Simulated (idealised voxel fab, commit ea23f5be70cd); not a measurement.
voxel capacitor over wiring: a process module
We display cut, a cross-section 255 nm in width whose square cells are each 5 nm.
Each cross-section below is a grid of square cells, stated as bands in top-down order, with one or more rows of cells making up each band.
Heights first: top, then bottom, in nm. Then materials, left to right, each with a width in nm. "throughout" on a single material: fills the band edge to edge. "empty": empty space.
All heights in this document are referenced to 0, defined as the level beneath which the wafer, as received, consists entirely of one material. The lowest band is not bounded below; it extends indefinitely downward and is written in the form "z 0 and below".
The two numbers in a width such as "30->40" mark its ends across the band: the first belongs to the top row of cells, the second to the bottom row, and from each row to the next the width moves by the same amount.
No cell of the cross-section changed in a step that is given as "nothing changed".
Closed empty spaces (no open way to the top) of 8 cells or more are what "Voids, enclosed" lists, each as width x height at distance from the left edge, nm for all three.
after a step's settings: what the simulator itself notes on the step
overlay nm: mask offset rightward from planned place, masked step; negative means leftward offset.

Process steps foreseen in the plan:
1. RECEIVE | material Si
2. CONFORMAL_DEP | material SiO2 | thk nm 15
3. DIRECTIONAL_DEP | material TiN | thk nm 5
4. DIRECTIONAL_DEP | material Ru | thk nm 25
5. MASKED_ETCH | tone cover | mask id METAL_1 | width nm 20 | pitch nm 85 | etch materials Ru | depth nm 25 | overlay nm 0
6. MASKED_ETCH | tone cover | mask id METAL_1 | width nm 20 | pitch nm 85 | etch materials TiN | depth nm 5 | overlay nm 0
7. FILL_DEP | material SiO2 | thk nm 10
8. CMP | height nm 45
9. CONFORMAL_DEP | material SiCN | thk nm 5
10. DIRECTIONAL_DEP | material SiO2 | thk nm 20
11. DIRECTIONAL_DEP | material aC | thk nm 10
12. PATTERN | tone open | mask id PLUG_1 | material resist | width nm 15 | thk nm 30 | overlay nm 0
13. DIRECTIONAL_ETCH | etch materials aC | depth nm 10
14. STRIP | etch materials resist
15. DIRECTIONAL_ETCH | etch materials SiO2 | depth nm 20
16. DIRECTIONAL_ETCH | etch materials SiCN | depth nm 5
17. STRIP | etch materials aC
18. EPI | material Ru | thk nm 10
19. EPI | material Ru | thk nm 10
20. EPI | material Ru | thk nm 5
21. DIRECTIONAL_DEP | material TiN | thk nm 5
22. DIRECTIONAL_DEP | material HfO2 | thk nm 5
23. DIRECTIONAL_DEP | material TiN | thk nm 5
24. MASKED_ETCH | tone cover | mask id UPPER_PLATE | width nm 70 | etch materials TiN | depth nm 5 | overlay nm 0
25. MASKED_ETCH | tone cover | mask id UPPER_PLATE | width nm 70 | etch materials HfO2 | depth nm 5 | overlay nm 0
26. MASKED_ETCH | tone cover | mask id LOWER_PLATE | width nm 80 | etch materials TiN | depth nm 5 | overlay nm 0
27. FILL_DEP | material SiO2 | thk nm 15
28. CMP | height nm 95
29. PATTERN | tone open | mask id PLUG_2 | material resist | width nm 15 | thk nm 15 | overlay nm 0
30. DIRECTIONAL_ETCH | etch materials SiO2 | depth nm 10
31. STRIP | etch materials resist
32. CONFORMAL_DEP | material TiN | thk nm 5
33. FILL_DEP | material Ru | thk nm 10
34. CMP | height nm 95
35. CONFORMAL_DEP | material SiCN | thk nm 5

Delivered wafer in cross-section: state after step 1:
    z 0 and below: Si throughout
    Voids, enclosed: none

Final cross-section, module run with one mistake (start and plan as above):
    z 100 to 95: SiCN throughout
    z 95 to 90: 90 nm SiO2; 5 nm TiN; 5 nm Ru; 5 nm TiN; 150 nm SiO2
    z 90 to 80: 90->95 nm SiO2; 15->55 nm TiN; 150->105 nm SiO2
    z 80 to 75: 95 nm SiO2; 55 nm HfO2; 105 nm SiO2
    z 75 to 70: 75 nm SiO2; 5 nm TiN; 15 nm SiO2; 60 nm TiN; 100 nm SiO2
    z 70 to 60: SiO2 throughout
    z 60 to 55: 80 nm SiO2; 15 nm TiN; 160 nm SiO2
    z 55 to 50: 80 nm SiO2; 15 nm HfO2; 160 nm SiO2
    z 50 to 45: 80 nm SiCN; 15 nm TiN; 160 nm SiCN
    z 45 to 35: SiO2 throughout
    z 35 to 10: 75 nm SiO2; 20 nm Ru; 65 nm SiO2; 20 nm Ru; 75 nm SiO2
    z 10 to 5: 75 nm SiO2; 20 nm TiN; 65 nm SiO2; 20 nm TiN; 75 nm SiO2
    z 5 to 0: SiO2 throughout
    z 0 and below: Si throughout
    Voids, enclosed: none
what went wrong: planned and actual differ for step 2; actual: CONFORMAL_DEP | material SiO2 | thk nm 5
